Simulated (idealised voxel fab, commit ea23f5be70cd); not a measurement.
voxel transistor to metal: a process module
The width of the displayed cross-section, cut, is 175 nm; its cells are square, with a size of 5 nm.
Square cells in a grid make up a cross-section in this document, and the grid is given as bands, listed from the top down, each one or more rows of cells.
Top, bottom (nm), then materials left to right with widths (nm); lone material tagged "full width" fills the whole band edge to edge; "empty" = empty space.
Zero point of the height axis is 0; under it, received wafer = one material. Lowest band: continues down indefinitely, "0..down".
Width: "30..40" (first number = top row, second number = bottom row, same change from row to row of cells).
Reading "stayed the same" for a step: not a cell of the cross-section changed in it.
Under "Voids lacking openings" you'll find the enclosed gaps, the ones with no way out to the top, that are 8 cells or bigger; each reads width x height at distance, with distance counted from the left edge, everything in nm.
Whatever follows a step's settings on its line is a remark the simulator itself makes about that step.
For masked steps, "overlay nm" on the step line gives how far right of plan the mask actually lay; a minus sign means it lay to the left.
Process steps - plan:
1 RECEIVE,material Si
2 OXIDIZE,depth nm 5
3 CONFORMAL_DEP,material SiN,thk nm 10
4 PATTERN,tone cover,mask id ACTIVE,material resist,width nm 105,thk nm 20,overlay nm 0
5 DIRECTIONAL_ETCH,etch materials SiN,depth nm 10
6 DIRECTIONAL_ETCH,etch materials SiO2,depth nm 5
7 DIRECTIONAL_ETCH,etch materials Si,depth nm 25
8 STRIP,etch materials resist
9 OXIDIZE,depth nm 5
10 FILL_DEP,material SiO2,thk nm 15
11 CMP,height nm 10
12 SELECTIVE_ETCH,etch materials SiO2,depth nm 5
13 STRIP,etch materials SiN
14 SELECTIVE_ETCH,etch materials SiO2,depth nm 5
15 OXIDIZE,depth nm 5
16 DIRECTIONAL_DEP,material polySi,thk nm 20
17 DIRECTIONAL_DEP,material SiCN,thk nm 10
18 MASKED_ETCH,tone cover,mask id GATE,width nm 25,etch materials SiCN,depth nm 20,overlay nm 0
19 MASKED_ETCH,tone cover,mask id GATE,width nm 25,etch materials polySi,depth nm 30,overlay nm 0
20 CONFORMAL_DEP,material SiO2,thk nm 5
21 DIRECTIONAL_ETCH,etch materials SiO2,depth nm 5
22 CONFORMAL_DEP,material SiN,thk nm 10
23 DIRECTIONAL_ETCH,etch materials SiN,depth nm 10
24 DIRECTIONAL_ETCH,etch materials SiO2,depth nm 5
25 DIRECTIONAL_ETCH,etch materials Si,depth nm 15
26 EPI,material nSi,thk nm 15
27 FILL_DEP,material SiO2,thk nm 5
28 CMP,height nm 15
29 STRIP,etch materials polySi
30 SELECTIVE_ETCH,etch materials SiO2,depth nm 5
31 CONFORMAL_DEP,material HfO2,thk nm 5
32 CONFORMAL_DEP,material TiN,thk nm 5
33 FILL_DEP,material W,thk nm 10
34 CMP,height nm 10
35 DIRECTIONAL_DEP,material SiO2,thk nm 15
36 DIRECTIONAL_DEP,material aC,thk nm 10
37 PATTERN,tone open,mask id CONTACT,material resist,width nm 20,pitch nm 75,thk nm 30,overlay nm 0
38 DIRECTIONAL_ETCH,etch materials aC,depth nm 10
39 STRIP,etch materials resist
40 DIRECTIONAL_ETCH,etch materials SiO2,depth nm 20
41 STRIP,etch materials aC
42 CONFORMAL_DEP,material TiN,thk nm 5
43 FILL_DEP,material W,thk nm 10
44 CMP,height nm 25
45 DIRECTIONAL_DEP,material TiN,thk nm 5
46 DIRECTIONAL_DEP,material W,thk nm 15
47 PATTERN,tone cover,mask id METAL_1,material resist,width nm 20,pitch nm 75,thk nm 20,overlay nm 0
48 DIRECTIONAL_ETCH,etch materials W,depth nm 15
49 DIRECTIONAL_ETCH,etch materials TiN,depth nm 5
50 STRIP,etch materials resist
51 FILL_DEP,material SiO2,thk nm 10
52 CMP,height nm 45
53 CONFORMAL_DEP,material SiCN,thk nm 5
54 DIRECTIONAL_DEP,material SiO2,thk nm 25
55 MASKED_ETCH,tone open,mask id METAL_2,width nm 20,pitch nm 75,etch materials SiO2,depth nm 15,overlay nm 0
56 MASKED_ETCH,tone open,mask id METAL_2_HOLES,width nm 15,pitch nm 75,etch materials SiO2,depth nm 10,overlay nm 0
57 MASKED_ETCH,tone open,mask id METAL_2_HOLES,width nm 15,pitch nm 75,etch materials SiCN,depth nm 5,overlay nm 0
58 CONFORMAL_DEP,material TiN,thk nm 5
59 FILL_DEP,material Cu,thk nm 5
60 CMP,height nm 75
61 CONFORMAL_DEP,material SiN,thk nm 5
The first of a set of two wafers, run to plan:
Received-state cross-section, reflecting completion of step 1:
- 0..down = Si full width
- Voids lacking openings: none
Wafer xsec, post step 2:
- 0..-5 = SiO2 full width
- Beneath the level -5, the cross-section is identical to its previous state.
Wafer xsec, post step 3:
- 10..0 = SiN full width
- Beneath the level 0, the cross-section is identical to its previous state.
Wafer xsec, post step 4:
- 30..10 = empty=35, resist=105, empty=35
- Beneath the level 10, the cross-section is identical to its previous state.
Wafer xsec, post step 5:
- 30..10 = empty=35, resist=105, empty=35
- 10..0 = empty=35, SiN=105, empty=35
- Beneath the level 0, the cross-section is identical to its previous state.
Wafer xsec, post step 6:
- 30..10 = empty=35, resist=105, empty=35
- 10..0 = empty=35, SiN=105, empty=35
- 0..-5 = empty=35, SiO2=105, empty=35
- Beneath the level -5, the cross-section is identical to its previous state.
Wafer xsec, post step 7:
- 30..10 = empty=35, resist=105, empty=35
- 10..0 = empty=35, SiN=105, empty=35
- 0..-5 = empty=35, SiO2=105, empty=35
- -5..-30 = empty=35, Si=105, empty=35
- Beneath the level -30, the cross-section is identical to its previous state.
Wafer xsec, post step 8:
- 10..0 = empty=35, SiN=105, empty=35
- Beneath the level 0, the cross-section is identical to its previous state.
Wafer xsec, post step 9:
- 10..0 = empty=35, SiN=105, empty=35
- 0..-5 = empty=35, SiO2=105, empty=35
- -5..-30 = empty=35, SiO2=5, Si=95, SiO2=5, empty=35
- -30..-35 = SiO2=40, Si=95, SiO2=40
- Beneath the level -35, the cross-section is identical to its previous state.
Wafer xsec, post step 10:
- 25..10 = SiO2 full width
- 10..0 = SiO2=35, SiN=105, SiO2=35
- 0..-5 = SiO2 full width
- -5..-35 = SiO2=40, Si=95, SiO2=40
- Beneath the level -35, the cross-section is identical to its previous state.
Wafer xsec, post step 11:
- 10..0 = SiO2=35, SiN=105, SiO2=35
- Beneath the level 0, the cross-section is identical to its previous state.
Wafer xsec, post step 12:
- 10..5 = empty=35, SiN=105, empty=35
- Beneath the level 5, the cross-section is identical to its previous state.
Wafer xsec, post step 13:
- 5..0 = SiO2=35, empty=105, SiO2=35
- Beneath the level 0, the cross-section is identical to its previous state.
Wafer xsec, post step 14:
- 0..-5 = SiO2=30, empty=115, SiO2=30
- Beneath the level -5, the cross-section is identical to its previous state.
Wafer xsec, post step 15:
- 0..-5 = SiO2=30, empty=115, SiO2=30
- -5..-10 = SiO2 full width
- Beneath the level -10, the cross-section is identical to its previous state.
Wafer xsec, post step 16:
- 20..15 = polySi=30, empty=115, polySi=30
- 15..0 = polySi full width
- 0..-5 = SiO2=30, polySi=115, SiO2=30
- Beneath the level -5, the cross-section is identical to its previous state.
Wafer xsec, post step 17:
- 30..25 = SiCN=30, empty=115, SiCN=30
- 25..20 = SiCN full width
- 20..15 = polySi=30, SiCN=115, polySi=30
- Beneath the level 15, the cross-section is identical to its previous state.
Wafer xsec, post step 18:
- 25..20 = empty=75, SiCN=25, empty=75
- 20..15 = polySi=30, empty=45, SiCN=25, empty=45, polySi=30
- Beneath the level 15, the cross-section is identical to its previous state.
Wafer xsec, post step 19:
- 25..15 = empty=75, SiCN=25, empty=75
- 15..0 = empty=75, polySi=25, empty=75
- 0..-5 = SiO2=30, empty=45, polySi=25, empty=45, SiO2=30
- Beneath the level -5, the cross-section is identical to its previous state.
Wafer xsec, post step 20:
- 30..25 = empty=70, SiO2=35, empty=70
- 25..15 = empty=70, SiO2=5, SiCN=25, SiO2=5, empty=70
- 15..5 = empty=70, SiO2=5, polySi=25, SiO2=5, empty=70
- 5..0 = SiO2=35, empty=35, SiO2=5, polySi=25, SiO2=5, empty=35, SiO2=35
- 0..-5 = SiO2=75, polySi=25, SiO2=75
- Beneath the level -5, the cross-section is identical to its previous state.
Wafer xsec, post step 21:
- 25..15 = empty=70, SiO2=5, SiCN=25, SiO2=5, empty=70
- 15..0 = empty=70, SiO2=5, polySi=25, SiO2=5, empty=70
- 0..-5 = SiO2=35, empty=35, SiO2=5, polySi=25, SiO2=5, empty=35, SiO2=35
- Beneath the level -5, the cross-section is identical to its previous state.
Wafer xsec, post step 22:
- 35..25 = empty=60, SiN=55, empty=60
- 25..15 = empty=60, SiN=10, SiO2=5, SiCN=25, SiO2=5, SiN=10, empty=60
- 15..10 = empty=60, SiN=10, SiO2=5, polySi=25, SiO2=5, SiN=10, empty=60
- 10..5 = SiN=45, empty=15, SiN=10, SiO2=5, polySi=25, SiO2=5, SiN=10, empty=15, SiN=45
- 5..0 = SiN=70, SiO2=5, polySi=25, SiO2=5, SiN=70
- 0..-5 = SiO2=35, SiN=35, SiO2=5, polySi=25, SiO2=5, SiN=35, SiO2=35
- Beneath the level -5, the cross-section is identical to its previous state.
Wafer xsec, post step 23:
- 25..15 = empty=60, SiN=10, SiO2=5, SiCN=25, SiO2=5, SiN=10, empty=60
- 15..0 = empty=60, SiN=10, SiO2=5, polySi=25, SiO2=5, SiN=10, empty=60
- 0..-5 = SiO2=35, SiN=10, empty=15, SiN=10, SiO2=5, polySi=25, SiO2=5, SiN=10, empty=15, SiN=10, SiO2=35
- Beneath the level -5, the cross-section is identical to its previous state.
Wafer xsec, post step 24:
- 25..20 = empty=60, SiN=10, empty=5, SiCN=25, empty=5, SiN=10, empty=60
- 20..15 = empty=60, SiN=10, SiO2=5, SiCN=25, SiO2=5, SiN=10, empty=60
- 15..0 = empty=60, SiN=10, SiO2=5, polySi=25, SiO2=5, SiN=10, empty=60
- 0..-5 = empty=35, SiN=10, empty=15, SiN=10, SiO2=5, polySi=25, SiO2=5, SiN=10, empty=15, SiN=10, empty=35
- -5..-10 = SiO2=45, empty=15, SiO2=55, empty=15, SiO2=45
- Beneath the level -10, the cross-section is identical to its previous state.
Wafer xsec, post step 25:
- 25..20 = empty=60, SiN=10, empty=5, SiCN=25, empty=5, SiN=10, empty=60
- 20..15 = empty=60, SiN=10, SiO2=5, SiCN=25, SiO2=5, SiN=10, empty=60
- 15..0 = empty=60, SiN=10, SiO2=5, polySi=25, SiO2=5, SiN=10, empty=60
- 0..-5 = empty=35, SiN=10, empty=15, SiN=10, SiO2=5, polySi=25, SiO2=5, SiN=10, empty=15, SiN=10, empty=35
- -5..-10 = SiO2=45, empty=15, SiO2=55, empty=15, SiO2=45
- -10..-25 = SiO2=40, Si=5, empty=15, Si=55, empty=15, Si=5, SiO2=40
- Beneath the level -25, the cross-section is identical to its previous state.
Wafer xsec, post step 26:
- 25..20 = empty=60, SiN=10, empty=5, SiCN=25, empty=5, SiN=10, empty=60
- 20..15 = empty=60, SiN=10, SiO2=5, SiCN=25, SiO2=5, SiN=10, empty=60
- 15..5 = empty=60, SiN=10, SiO2=5, polySi=25, SiO2=5, SiN=10, empty=60
- 5..0 = empty=40, nSi=20, SiN=10, SiO2=5, polySi=25, SiO2=5, SiN=10, nSi=20, empty=40
- 0..-5 = empty=35, SiN=10, nSi=15, SiN=10, SiO2=5, polySi=25, SiO2=5, SiN=10, nSi=15, SiN=10, empty=35
- -5..-10 = SiO2=45, nSi=15, SiO2=55, nSi=15, SiO2=45
- -10..-25 = SiO2=40, Si=5, nSi=15, Si=55, nSi=15, Si=5, SiO2=40
- Beneath the level -25, the cross-section is identical to its previous state.
Wafer xsec, post step 27:
- 30..25 = SiO2 full width
- 25..15 = SiO2=60, SiN=10, SiO2=5, SiCN=25, SiO2=5, SiN=10, SiO2=60
- 15..5 = SiO2=60, SiN=10, SiO2=5, polySi=25, SiO2=5, SiN=10, SiO2=60
- 5..0 = SiO2=40, nSi=20, SiN=10, SiO2=5, polySi=25, SiO2=5, SiN=10, nSi=20, SiO2=40
- 0..-5 = SiO2=35, SiN=10, nSi=15, SiN=10, SiO2=5, polySi=25, SiO2=5, SiN=10, nSi=15, SiN=10, SiO2=35
- Beneath the level -5, the cross-section is identical to its previous state.
Wafer xsec, post step 28:
- 15..5 = SiO2=60, SiN=10, SiO2=5, polySi=25, SiO2=5, SiN=10, SiO2=60
- Beneath the level 5, the cross-section is identical to its previous state.
Wafer xsec, post step 29:
- 15..5 = SiO2=60, SiN=10, SiO2=5, empty=25, SiO2=5, SiN=10, SiO2=60
- 5..0 = SiO2=40, nSi=20, SiN=10, SiO2=5, empty=25, SiO2=5, SiN=10, nSi=20, SiO2=40
- 0..-5 = SiO2=35, SiN=10, nSi=15, SiN=10, SiO2=5, empty=25, SiO2=5, SiN=10, nSi=15, SiN=10, SiO2=35
- Beneath the level -5, the cross-section is identical to its previous state.
Wafer xsec, post step 30:
- 15..10 = empty=60, SiN=10, empty=35, SiN=10, empty=60
- 10..5 = SiO2=60, SiN=10, empty=35, SiN=10, SiO2=60
- 5..0 = SiO2=40, nSi=20, SiN=10, empty=35, SiN=10, nSi=20, SiO2=40
- 0..-5 = SiO2=35, SiN=10, nSi=15, SiN=10, empty=35, SiN=10, nSi=15, SiN=10, SiO2=35
- -5..-10 = SiO2=45, nSi=15, SiO2=10, empty=35, SiO2=10, nSi=15, SiO2=45
- Beneath the level -10, the cross-section is identical to its previous state.
Wafer xsec, post step 31:
- 20..15 = empty=55, HfO2=20, empty=25, HfO2=20, empty=55
- 15..10 = HfO2=60, SiN=10, HfO2=5, empty=25, HfO2=5, SiN=10, HfO2=60
- 10..5 = SiO2=60, SiN=10, HfO2=5, empty=25, HfO2=5, SiN=10, SiO2=60
- 5..0 = SiO2=40, nSi=20, SiN=10, HfO2=5, empty=25, HfO2=5, SiN=10, nSi=20, SiO2=40
- 0..-5 = SiO2=35, SiN=10, nSi=15, SiN=10, HfO2=5, empty=25, HfO2=5, SiN=10, nSi=15, SiN=10, SiO2=35
- -5..-10 = SiO2=45, nSi=15, SiO2=10, HfO2=35, SiO2=10, nSi=15, SiO2=45
- Beneath the level -10, the cross-section is identical to its previous state.
Wafer xsec, post step 32:
- 25..20 = empty=50, TiN=30, empty=15, TiN=30, empty=50
- 20..15 = TiN=55, HfO2=20, TiN=5, empty=15, TiN=5, HfO2=20, TiN=55
- 15..10 = HfO2=60, SiN=10, HfO2=5, TiN=5, empty=15, TiN=5, HfO2=5, SiN=10, HfO2=60
- 10..5 = SiO2=60, SiN=10, HfO2=5, TiN=5, empty=15, TiN=5, HfO2=5, SiN=10, SiO2=60
- 5..0 = SiO2=40, nSi=20, SiN=10, HfO2=5, TiN=5, empty=15, TiN=5, HfO2=5, SiN=10, nSi=20, SiO2=40
- 0..-5 = SiO2=35, SiN=10, nSi=15, SiN=10, HfO2=5, TiN=25, HfO2=5, SiN=10, nSi=15, SiN=10, SiO2=35
- Beneath the level -5, the cross-section is identical to its previous state.
Wafer xsec, post step 33:
- 35..25 = W full width
- 25..20 = W=50, TiN=30, W=15, TiN=30, W=50
- 20..15 = TiN=55, HfO2=20, TiN=5, W=15, TiN=5, HfO2=20, TiN=55
- 15..10 = HfO2=60, SiN=10, HfO2=5, TiN=5, W=15, TiN=5, HfO2=5, SiN=10, HfO2=60
- 10..5 = SiO2=60, SiN=10, HfO2=5, TiN=5, W=15, TiN=5, HfO2=5, SiN=10, SiO2=60
- 5..0 = SiO2=40, nSi=20, SiN=10, HfO2=5, TiN=5, W=15, TiN=5, HfO2=5, SiN=10, nSi=20, SiO2=40
- Beneath the level 0, the cross-section is identical to its previous state.
Wafer xsec, post step 34:
- 10..5 = SiO2=60, SiN=10, HfO2=5, TiN=5, W=15, TiN=5, HfO2=5, SiN=10, SiO2=60
- Beneath the level 5, the cross-section is identical to its previous state.
Wafer xsec, post step 35:
- 25..10 = SiO2 full width
- Beneath the level 10, the cross-section is identical to its previous state.
Wafer xsec, post step 36:
- 35..25 = aC full width
- Beneath the level 25, the cross-section is identical to its previous state.
Wafer xsec, post step 37:
- 65..35 = resist=40, empty=20, resist=55, empty=20, resist=40
- Beneath the level 35, the cross-section is identical to its previous state.
Wafer xsec, post step 38:
- 55..35 = resist=40, empty=20, resist=55, empty=20, resist=40
- 35..25 = aC=40, empty=20, aC=55, empty=20, aC=40
- Beneath the level 25, the cross-section is identical to its previous state.
Wafer xsec, post step 39:
- 35..25 = aC=40, empty=20, aC=55, empty=20, aC=40
- Beneath the level 25, the cross-section is identical to its previous state.
Wafer xsec, post step 40:
- 35..25 = aC=40, empty=20, aC=55, empty=20, aC=40
- 25..10 = SiO2=40, empty=20, SiO2=55, empty=20, SiO2=40
- 10..5 = SiO2=40, empty=20, SiN=10, HfO2=5, TiN=5, W=15, TiN=5, HfO2=5, SiN=10, empty=20, SiO2=40
- Beneath the level 5, the cross-section is identical to its previous state.
Wafer xsec, post step 41:
- 25..10 = SiO2=40, empty=20, SiO2=55, empty=20, SiO2=40
- Beneath the level 10, the cross-section is identical to its previous state.
Wafer xsec, post step 42:
- 30..25 = TiN=45, empty=10, TiN=65, empty=10, TiN=45
- 25..10 = SiO2=40, TiN=5, empty=10, TiN=5, SiO2=55, TiN=5, empty=10, TiN=5, SiO2=40
- 10..5 = SiO2=40, TiN=20, SiN=10, HfO2=5, TiN=5, W=15, TiN=5, HfO2=5, SiN=10, TiN=20, SiO2=40
- Beneath the level 5, the cross-section is identical to its previous state.
Wafer xsec, post step 43:
- 40..30 = W full width
- 30..25 = TiN=45, W=10, TiN=65, W=10, TiN=45
- 25..10 = SiO2=40, TiN=5, W=10, TiN=5, SiO2=55, TiN=5, W=10, TiN=5, SiO2=40
- Beneath the level 10, the cross-section is identical to its previous state.
Wafer xsec, post step 44:
- 25..10 = SiO2=40, TiN=5, W=10, TiN=5, SiO2=55, TiN=5, W=10, TiN=5, SiO2=40
- Beneath the level 10, the cross-section is identical to its previous state.
Wafer xsec, post step 45:
- 30..25 = TiN full width
- Beneath the level 25, the cross-section is identical to its previous state.
Wafer xsec, post step 46:
- 45..30 = W full width
- Beneath the level 30, the cross-section is identical to its previous state.
Wafer xsec, post step 47:
- 65..45 = empty=40, resist=20, empty=55, resist=20, empty=40
- Beneath the level 45, the cross-section is identical to its previous state.
Wafer xsec, post step 48:
- 65..45 = empty=40, resist=20, empty=55, resist=20, empty=40
- 45..30 = empty=40, W=20, empty=55, W=20, empty=40
- Beneath the level 30, the cross-section is identical to its previous state.
Wafer xsec, post step 49:
- 65..45 = empty=40, resist=20, empty=55, resist=20, empty=40
- 45..30 = empty=40, W=20, empty=55, W=20, empty=40
- 30..25 = empty=40, TiN=20, empty=55, TiN=20, empty=40
- Beneath the level 25, the cross-section is identical to its previous state.
Wafer xsec, post step 50:
- 45..30 = empty=40, W=20, empty=55, W=20, empty=40
- Beneath the level 30, the cross-section is identical to its previous state.
Wafer xsec, post step 51:
- 55..45 = SiO2 full width
- 45..30 = SiO2=40, W=20, SiO2=55, W=20, SiO2=40
- 30..25 = SiO2=40, TiN=20, SiO2=55, TiN=20, SiO2=40
- Beneath the level 25, the cross-section is identical to its previous state.
Wafer xsec, post step 52:
- 45..30 = SiO2=40, W=20, SiO2=55, W=20, SiO2=40
- Beneath the level 30, the cross-section is identical to its previous state.
Wafer xsec, post step 53:
- 50..45 = SiCN full width
- Beneath the level 45, the cross-section is identical to its previous state.
Wafer xsec, post step 54:
- 75..50 = SiO2 full width
- Beneath the level 50, the cross-section is identical to its previous state.
Wafer xsec, post step 55:
- 75..60 = SiO2=40, empty=20, SiO2=55, empty=20, SiO2=40
- Beneath the level 60, the cross-section is identical to its previous state.
Wafer xsec, post step 56:
- 75..60 = SiO2=40, empty=20, SiO2=55, empty=20, SiO2=40
- 60..50 = SiO2=40, empty=15, SiO2=60, empty=15, SiO2=45
- Beneath the level 50, the cross-section is identical to its previous state.
Wafer xsec, post step 57:
- 75..60 = SiO2=40, empty=20, SiO2=55, empty=20, SiO2=40
- 60..50 = SiO2=40, empty=15, SiO2=60, empty=15, SiO2=45
- 50..45 = SiCN=40, empty=15, SiCN=60, empty=15, SiCN=45
- Beneath the level 45, the cross-section is identical to its previous state.
Wafer xsec, post step 58:
- 80..75 = TiN=45, empty=10, TiN=65, empty=10, TiN=45
- 75..65 = SiO2=40, TiN=5, empty=10, TiN=5, SiO2=55, TiN=5, empty=10, TiN=5, SiO2=40
- 65..60 = SiO2=40, TiN=5, empty=5, TiN=10, SiO2=55, TiN=5, empty=5, TiN=10, SiO2=40
- 60..50 = SiO2=40, TiN=5, empty=5, TiN=5, SiO2=60, TiN=5, empty=5, TiN=5, SiO2=45
- 50..45 = SiCN=40, TiN=15, SiCN=60, TiN=15, SiCN=45
- Beneath the level 45, the cross-section is identical to its previous state.
Wafer xsec, post step 59:
- 85..80 = Cu full width
- 80..75 = TiN=45, Cu=10, TiN=65, Cu=10, TiN=45
- 75..65 = SiO2=40, TiN=5, Cu=10, TiN=5, SiO2=55, TiN=5, Cu=10, TiN=5, SiO2=40
- 65..60 = SiO2=40, TiN=5, Cu=5, TiN=10, SiO2=55, TiN=5, Cu=5, TiN=10, SiO2=40
- 60..50 = SiO2=40, TiN=5, Cu=5, TiN=5, SiO2=60, TiN=5, Cu=5, TiN=5, SiO2=45
- Beneath the level 50, the cross-section is identical to its previous state.
Wafer xsec, post step 60:
- 75..65 = SiO2=40, TiN=5, Cu=10, TiN=5, SiO2=55, TiN=5, Cu=10, TiN=5, SiO2=40
- Beneath the level 65, the cross-section is identical to its previous state.
Wafer xsec, post step 61:
- 80..75 = SiN full width
- Beneath the level 75, the cross-section is identical to its previous state.
Second wafer - shared start and plan with the first - one error in running - same as the first up to step 34 inclusive:
The second wafer cut through, at the time step 35 was supposed to be finished:
- 25..10 = HfO2 full width
- Beneath the level 10, the cross-section is identical to its previous state.
The second wafer cut through, at the time step 36 was supposed to be finished:
- 35..25 = aC full width
- Beneath the level 25, the cross-section is identical to its previous state.
The second wafer cut through, at the time step 37 was supposed to be finished:
- 65..35 = resist=40, empty=20, resist=55, empty=20, resist=40
- Beneath the level 35, the cross-section is identical to its previous state.
The second wafer cut through, at the time step 38 was supposed to be finished:
- 55..35 = resist=40, empty=20, resist=55, empty=20, resist=40
- 35..25 = aC=40, empty=20, aC=55, empty=20, aC=40
- Beneath the level 25, the cross-section is identical to its previous state.
The second wafer cut through, at the time step 39 was supposed to be finished:
- 35..25 = aC=40, empty=20, aC=55, empty=20, aC=40
- Beneath the level 25, the cross-section is identical to its previous state.
The second wafer cut through, at the time step 40 was supposed to be finished: stayed the same
The second wafer cut through, at the time step 41 was supposed to be finished:
- 25..10 = HfO2 full width
- Beneath the level 10, the cross-section is identical to its previous state.
The second wafer cut through, at the time step 42 was supposed to be finished:
- 30..25 = TiN full width
- Beneath the level 25, the cross-section is identical to its previous state.
The second wafer cut through, at the time step 43 was supposed to be finished:
- 40..30 = W full width
- Beneath the level 30, the cross-section is identical to its previous state.
The second wafer cut through, at the time step 44 was supposed to be finished:
- 25..10 = HfO2 full width
- Beneath the level 10, the cross-section is identical to its previous state.
The second wafer cut through, at the time step 45 was supposed to be finished:
- 30..25 = TiN full width
- Beneath the level 25, the cross-section is identical to its previous state.
The second wafer cut through, at the time step 46 was supposed to be finished:
- 45..30 = W full width
- Beneath the level 30, the cross-section is identical to its previous state.
The second wafer cut through, at the time step 47 was supposed to be finished:
- 65..45 = empty=40, resist=20, empty=55, resist=20, empty=40
- Beneath the level 45, the cross-section is identical to its previous state.
The second wafer cut through, at the time step 48 was supposed to be finished:
- 65..45 = empty=40, resist=20, empty=55, resist=20, empty=40
- 45..30 = empty=40, W=20, empty=55, W=20, empty=40
- Beneath the level 30, the cross-section is identical to its previous state.
The second wafer cut through, at the time step 49 was supposed to be finished:
- 65..45 = empty=40, resist=20, empty=55, resist=20, empty=40
- 45..30 = empty=40, W=20, empty=55, W=20, empty=40
- 30..25 = empty=40, TiN=20, empty=55, TiN=20, empty=40
- Beneath the level 25, the cross-section is identical to its previous state.
The second wafer cut through, at the time step 50 was supposed to be finished:
- 45..30 = empty=40, W=20, empty=55, W=20, empty=40
- Beneath the level 30, the cross-section is identical to its previous state.
The second wafer cut through, at the time step 51 was supposed to be finished:
- 55..45 = SiO2 full width
- 45..30 = SiO2=40, W=20, SiO2=55, W=20, SiO2=40
- 30..25 = SiO2=40, TiN=20, SiO2=55, TiN=20, SiO2=40
- Beneath the level 25, the cross-section is identical to its previous state.
The second wafer cut through, at the time step 52 was supposed to be finished:
- 45..30 = SiO2=40, W=20, SiO2=55, W=20, SiO2=40
- Beneath the level 30, the cross-section is identical to its previous state.
The second wafer cut through, at the time step 53 was supposed to be finished:
- 50..45 = SiCN full width
- Beneath the level 45, the cross-section is identical to its previous state.
The second wafer cut through, at the time step 54 was supposed to be finished:
- 75..50 = SiO2 full width
- Beneath the level 50, the cross-section is identical to its previous state.
The second wafer cut through, at the time step 55 was supposed to be finished:
- 75..60 = SiO2=40, empty=20, SiO2=55, empty=20, SiO2=40
- Beneath the level 60, the cross-section is identical to its previous state.
The second wafer cut through, at the time step 56 was supposed to be finished:
- 75..60 = SiO2=40, empty=20, SiO2=55, empty=20, SiO2=40
- 60..50 = SiO2=40, empty=15, SiO2=60, empty=15, SiO2=45
- Beneath the level 50, the cross-section is identical to its previous state.
The second wafer cut through, at the time step 57 was supposed to be finished:
- 75..60 = SiO2=40, empty=20, SiO2=55, empty=20, SiO2=40
- 60..50 = SiO2=40, empty=15, SiO2=60, empty=15, SiO2=45
- 50..45 = SiCN=40, empty=15, SiCN=60, empty=15, SiCN=45
- Beneath the level 45, the cross-section is identical to its previous state.
The second wafer cut through, at the time step 58 was supposed to be finished:
- 80..75 = TiN=45, empty=10, TiN=65, empty=10, TiN=45
- 75..65 = SiO2=40, TiN=5, empty=10, TiN=5, SiO2=55, TiN=5, empty=10, TiN=5, SiO2=40
- 65..60 = SiO2=40, TiN=5, empty=5, TiN=10, SiO2=55, TiN=5, empty=5, TiN=10, SiO2=40
- 60..50 = SiO2=40, TiN=5, empty=5, TiN=5, SiO2=60, TiN=5, empty=5, TiN=5, SiO2=45
- 50..45 = SiCN=40, TiN=15, SiCN=60, TiN=15, SiCN=45
- Beneath the level 45, the cross-section is identical to its previous state.
The second wafer cut through, at the time step 59 was supposed to be finished:
- 85..80 = Cu full width
- 80..75 = TiN=45, Cu=10, TiN=65, Cu=10, TiN=45
- 75..65 = SiO2=40, TiN=5, Cu=10, TiN=5, SiO2=55, TiN=5, Cu=10, TiN=5, SiO2=40
- 65..60 = SiO2=40, TiN=5, Cu=5, TiN=10, SiO2=55, TiN=5, Cu=5, TiN=10, SiO2=40
- 60..50 = SiO2=40, TiN=5, Cu=5, TiN=5, SiO2=60, TiN=5, Cu=5, TiN=5, SiO2=45
- Beneath the level 50, the cross-section is identical to its previous state.
The second wafer cut through, at the time step 60 was supposed to be finished:
- 75..65 = SiO2=40, TiN=5, Cu=10, TiN=5, SiO2=55, TiN=5, Cu=10, TiN=5, SiO2=40
- Beneath the level 65, the cross-section is identical to its previous state.
The second wafer cut through, at the time step 61 was supposed to be finished:
- 80..75 = SiN full width
- Beneath the level 75, the cross-section is identical to its previous state.
Which mistake was made when the wafer was run? step 35 did not happen as planned, as run it was DIRECTIONAL_DEP,material HfO2,thk nm 15
End of process, cell counts, second wafer against first, materials with more or fewer: HfO2 +105, SiO2 -73, TiN -20, W -12
